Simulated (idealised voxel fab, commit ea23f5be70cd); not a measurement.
Process module under the name voxel air gaps
Displayed cross-section: cut, width of 270 nm, square cells sized 5 nm.
A cross-section in this document is a grid of square cells, and it is written down as bands, the top band listed before the ones below it; a band is made up of one or more rows of cells. Heads up on the band format: heights come first, top then bottom, in nm. After that it's the materials left to right, each with its width in nm. A single material flagged "everywhere" fills the whole band edge to edge, and "air" means there's empty space there. Where do heights start? At 0: under that level the wafer as delivered is made of one material only. And the lowest band has no floor; it just carries on downward, as in "0 and below". Think of "30 to 40" as a width that walks from the first number to the second as you go down the band, top row to bottom row, taking equal-sized steps from row to row. Where the words "no change occurred" appear for a step, the cross-section shows no cell changed by that step; every cell remained as before. This entry, "Enclosed internal cavities", enumerates those empty regions of no fewer than 8 cells that possess no open connection to the top. Each region is reported in the form width x height at distance, the distance being taken from the left edge, with all three quantities expressed in nm. What comes after the settings on a step's line is commentary from the simulator itself on that step. The setting "overlay nm" may be written on the line of a step. When the step uses a mask, the value reports how far to the right of the planned place the mask lay, and a negative value reports that it lay to the left.
# Process steps - plan
1: RECEIVE | material Si
2: CONFORMAL_DEP | material SiO2 | thk nm 15
3: CONFORMAL_DEP | material SiN | thk nm 5
4: DIRECTIONAL_DEP | material lowk | thk nm 30
5: PATTERN | tone open | mask id LINES | material resist | width nm 25 | pitch nm 50 | thk nm 15 | overlay nm -15
6: DIRECTIONAL_ETCH | etch materials lowk | depth nm 30
7: STRIP | etch materials resist
8: CONFORMAL_DEP | material TiN | thk nm 5
9: FILL_DEP | material Cu | thk nm 10
10: CMP | height nm 50
11: EPI | material Ru | thk nm 10
12: SELECTIVE_ETCH | etch materials lowk | depth nm 40
13: CONFORMAL_DEP | material SiCN | thk nm 5
Wafer-to-wafer difference: overlay nm, step 5. Common start. Plan = first wafer's value.
# Cross-section, first of several wafers, as delivered after step 1
> 0 and below = Si everywhere
> Enclosed internal cavities: none
# End-of-module cross-section, first of several wafers, after last step 13
> 65 down to 60 = air: 15 | SiCN: 205 | air: 50
> 60 down to 50 = air: 15 | SiCN: 5 | Ru: 45 | SiCN: 5 | Ru: 45 | SiCN: 5 | Ru: 45 | SiCN: 5 | Ru: 45 | SiCN: 5 | air: 50
> 50 down to 45 = air: 15 | SiCN: 15 | TiN: 5 | Cu: 15 | TiN: 5 | SiCN: 25 | TiN: 5 | Cu: 15 | TiN: 5 | SiCN: 25 | TiN: 5 | Cu: 15 | TiN: 5 | SiCN: 25 | TiN: 5 | Cu: 15 | TiN: 5 | SiCN: 15 | air: 50
> 45 down to 25 = air: 25 | SiCN: 5 | TiN: 5 | Cu: 15 | TiN: 5 | SiCN: 5 | air: 15 | SiCN: 5 | TiN: 5 | Cu: 15 | TiN: 5 | SiCN: 5 | air: 15 | SiCN: 5 | TiN: 5 | Cu: 15 | TiN: 5 | SiCN: 5 | air: 15 | SiCN: 5 | TiN: 5 | Cu: 15 | TiN: 5 | SiCN: 5 | air: 60
> 25 down to 20 = SiCN: 30 | TiN: 25 | SiCN: 25 | TiN: 25 | SiCN: 25 | TiN: 25 | SiCN: 25 | TiN: 25 | SiCN: 65
> 20 down to 15 = SiN everywhere
> 15 down to 0 = SiO2 everywhere
> 0 and below = Si everywhere
> Enclosed internal cavities: 15 x 20 at 60; 15 x 20 at 110; 15 x 20 at 160
# Cross-section of the last wafer at end of module
> 65 down to 60 = air: 45 | SiCN: 205 | air: 20
> 60 down to 50 = air: 45 | SiCN: 5 | Ru: 45 | SiCN: 5 | Ru: 45 | SiCN: 5 | Ru: 45 | SiCN: 5 | Ru: 45 | SiCN: 5 | air: 20
> 50 down to 45 = air: 45 | SiCN: 15 | TiN: 5 | Cu: 15 | TiN: 5 | SiCN: 25 | TiN: 5 | Cu: 15 | TiN: 5 | SiCN: 25 | TiN: 5 | Cu: 15 | TiN: 5 | SiCN: 25 | TiN: 5 | Cu: 15 | TiN: 5 | SiCN: 15 | air: 20
> 45 down to 25 = air: 55 | SiCN: 5 | TiN: 5 | Cu: 15 | TiN: 5 | SiCN: 5 | air: 15 | SiCN: 5 | TiN: 5 | Cu: 15 | TiN: 5 | SiCN: 5 | air: 15 | SiCN: 5 | TiN: 5 | Cu: 15 | TiN: 5 | SiCN: 5 | air: 15 | SiCN: 5 | TiN: 5 | Cu: 15 | TiN: 5 | SiCN: 5 | air: 30
> 25 down to 20 = SiCN: 60 | TiN: 25 | SiCN: 25 | TiN: 25 | SiCN: 25 | TiN: 25 | SiCN: 25 | TiN: 25 | SiCN: 35
> 20 down to 15 = SiN everywhere
> 15 down to 0 = SiO2 everywhere
> 0 and below = Si everywhere
> Enclosed internal cavities: 15 x 20 at 90; 15 x 20 at 140; 15 x 20 at 190
# Per wafer, end of module: cells gained (+) or lost (-) per material since receipt, then closed voids
overlay nm -15, +60 Cu, +72 Ru, +138 SiCN, +54 SiN, +162 SiO2, +60 TiN, Enclosed internal cavities: 15 x 20 at 60; 15 x 20 at 110; 15 x 20 at 160
overlay nm -10, +60 Cu, +72 Ru, +138 SiCN, +54 SiN, +162 SiO2, +60 TiN, Enclosed internal cavities: 15 x 20 at 65; 15 x 20 at 115; 15 x 20 at 165
overlay nm -5, +60 Cu, +72 Ru, +138 SiCN, +54 SiN, +162 SiO2, +60 TiN, Enclosed internal cavities: 15 x 20 at 70; 15 x 20 at 120; 15 x 20 at 170
overlay nm 0, +60 Cu, +72 Ru, +138 SiCN, +54 SiN, +162 SiO2, +60 TiN, Enclosed internal cavities: 15 x 20 at 75; 15 x 20 at 125; 15 x 20 at 175
overlay nm 5, +60 Cu, +72 Ru, +138 SiCN, +54 SiN, +162 SiO2, +60 TiN, Enclosed internal cavities: 15 x 20 at 80; 15 x 20 at 130; 15 x 20 at 180
overlay nm 10, +60 Cu, +72 Ru, +138 SiCN, +54 SiN, +162 SiO2, +60 TiN, Enclosed internal cavities: 15 x 20 at 85; 15 x 20 at 135; 15 x 20 at 185
overlay nm 15, +60 Cu, +72 Ru, +138 SiCN, +54 SiN, +162 SiO2, +60 TiN, Enclosed internal cavities: 15 x 20 at 90; 15 x 20 at 140; 15 x 20 at 190
